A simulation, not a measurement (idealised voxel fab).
You're looking at the process module voxel self aligned vias.
We display cut, a cross-section 270 nm in width whose square cells are each 5 nm.
Cross-section = grid of square cells, listed top down in bands; band = one or more rows. Basically the band line says how high the top is and how high the bottom is, in nm, and then what's in it from left to right, every material with its width in nm. Empty space shows up as "empty", and if a single material carries "all across" it runs the full band edge to edge. Note: height 0 marks the level under which the wafer is uniformly one material as received. Lowest band unbounded below, written "top 0, no bottom". The expression "30..40" gives the width at the extremes of the band, the first number at its top row of cells and the second at its bottom row, with the width changing by equal amounts from each row to the next in between. You'll sometimes find "no alterations made" written for a step, and that's the way of saying that nowhere in the cross-section did a cell change during that step. "Closed empty spaces" means: voids of 8 cells or more that are shut off from the top with no open way through. Written width x height at distance, distance from the left edge, in nm. What comes after the settings on a step's line is commentary from the simulator itself on that step. The setting "overlay nm" may be written on the line of a step. When the step uses a mask, the value reports how far to the right of the planned place the mask lay, and a negative value reports that it lay to the left.

[Process steps (planned)]
1: op RECEIVE | material Si
2: op CONFORMAL_DEP | material SiO2 | thk nm 15
3: op CONFORMAL_DEP | material SiCN | thk nm 5
4: op DIRECTIONAL_DEP | material SiO2 | thk nm 30
5: op PATTERN | tone open | mask id LINES | material resist | width nm 25 | pitch nm 50 | thk nm 15 | overlay nm 0
6: op DIRECTIONAL_ETCH | etch materials SiO2 | depth nm 30
7: op STRIP | etch materials resist
8: op CONFORMAL_DEP | material TiN | thk nm 5
9: op FILL_DEP | material Ru | thk nm 10
10: op CMP | height nm 50
11: op SELECTIVE_ETCH | etch materials W Ru TiN | depth nm 5
12: op FILL_DEP | material SiN | thk nm 5
13: op CMP | height nm 50
14: op DIRECTIONAL_DEP | material SiO2 | thk nm 20
15: op MASKED_ETCH | tone open | mask id VIAS | width nm 35 | pitch nm 100 | etch materials SiO2 | depth nm 20 | overlay nm 0
16: op MASKED_ETCH | tone open | mask id VIAS | width nm 35 | pitch nm 100 | etch materials SiN | depth nm 5 | overlay nm 0
17: op CONFORMAL_DEP | material TiN | thk nm 5
18: op FILL_DEP | material Cu | thk nm 5
19: op CMP | height nm 70
20: op CONFORMAL_DEP | material SiN | thk nm 5

[As-received state of the wafer in cross-section, equivalent to post-step 1]
> top 0, no bottom: Si all across
> Closed empty spaces: none

[The plan above was carried out on the starting structure above with one mistake, and this cross-section shows the wafer at the end of the module]
> top 75, bottom 70: SiN all across
> top 70, bottom 50: SiO2 65 nm; TiN 5 nm; Cu 25 nm; TiN 5 nm; SiO2 65 nm; TiN 5 nm; Cu 25 nm; TiN 5 nm; SiO2 70 nm
> top 50, bottom 45: SiN 65 nm; TiN 35 nm; SiN 65 nm; TiN 35 nm; SiN 70 nm
> top 45, bottom 40: Ru all across
> top 40, bottom 35: TiN 75 nm; Ru 15 nm; TiN 35 nm; Ru 15 nm; TiN 35 nm; Ru 15 nm; TiN 80 nm
> top 35, bottom 10: SiO2 70 nm; TiN 5 nm; Ru 15 nm; TiN 5 nm; SiO2 25 nm; TiN 5 nm; Ru 15 nm; TiN 5 nm; SiO2 25 nm; TiN 5 nm; Ru 15 nm; TiN 5 nm; SiO2 75 nm
> top 10, bottom 5: SiO2 70 nm; TiN 25 nm; SiO2 25 nm; TiN 25 nm; SiO2 25 nm; TiN 25 nm; SiO2 75 nm
> top 5, bottom 0: SiCN all across
> top 0, no bottom: Si all across
> Closed empty spaces: none
Which mistake was made when the wafer was run? step 2 from the plan never happened, it was just skipped
